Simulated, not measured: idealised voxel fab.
process module | voxel self aligned vias
cross-section cut | 200 nm wide | cells 5 nm
A cross-section is a grid of square cells, given in bands from the top down. A band is one or more rows of cells.
Each band's line starts with the height of the band's top and of its bottom, in nm. Then come its materials from left to right, each with its width in nm. One material with "throughout" fills the band from edge to edge. "air" is empty space.
Height 0 is the level under which the wafer as received is all one material. The lowest band goes on downwards, as in "0 down".
A width such as "30 to 40" changes by the same amount from each row of cells to the next, from the band's top row to its bottom row.
"no change" after a step means that no cell of the cross-section changed.
closed voids: empty space of 8 cells or more with no open way to the top, each as width x height at its distance from the left edge, in nm
after a step's settings: what the simulator itself notes on the step
overlay nm, on a step with a mask: how far to the right of its planned place the mask lay; to the left if negative
plan
1 op RECEIVE | material Si
2 op CONFORMAL_DEP | material SiO2 | thk nm 10
3 op CONFORMAL_DEP | material SiCN | thk nm 5
4 op DIRECTIONAL_DEP | material SiO2 | thk nm 30
5 op PATTERN | tone open | mask id LINES | material resist | width nm 30 | pitch nm 70 | thk nm 15 | overlay nm 0
6 op DIRECTIONAL_ETCH | etch materials SiO2 | depth nm 30
7 op STRIP | etch materials resist
8 op CONFORMAL_DEP | material TiN | thk nm 5
9 op FILL_DEP | material Ru | thk nm 10
10 op CMP | height nm 45
11 op SELECTIVE_ETCH | etch materials W Ru TiN | depth nm 5
12 op FILL_DEP | material SiN | thk nm 5
13 op CMP | height nm 45
14 op DIRECTIONAL_DEP | material SiO2 | thk nm 20
15 op PATTERN | tone open | mask id VIAS | material resist | width nm 50 | pitch nm 70 | thk nm 15 | overlay nm 0
16 op DIRECTIONAL_ETCH | etch materials SiO2 | depth nm 20
17 op DIRECTIONAL_ETCH | etch materials SiN | depth nm 5
18 op STRIP | etch materials resist
19 op CONFORMAL_DEP | material TiN | thk nm 5
20 op FILL_DEP | material W | thk nm 5
21 op CMP | height nm 55
22 op CONFORMAL_DEP | material SiCN | thk nm 5
varied across the wafers: height nm of step 21. The plan shows the first wafer's value. All wafers start alike
first wafer as received, after step 1
  0 down: Si throughout
  closed voids: none
each wafer at the end: cells of each material gained (+) or lost (-) since it was received, then its closed voids
height nm 55 | +32 Ru | +80 SiCN | +288 SiO2 | +56 TiN | +24 W | closed voids: none
height nm 60 | +32 Ru | +80 SiCN | +308 SiO2 | +60 TiN | +40 W | closed voids: none
height nm 65 | +32 Ru | +80 SiCN | +328 SiO2 | +64 TiN | +56 W | closed voids: none
height nm 70 | +32 Ru | +80 SiCN | +328 SiO2 | +88 TiN | +72 W | closed voids: none
height nm 75 | +32 Ru | +80 SiCN | +328 SiO2 | +88 TiN | +112 W | closed voids: none
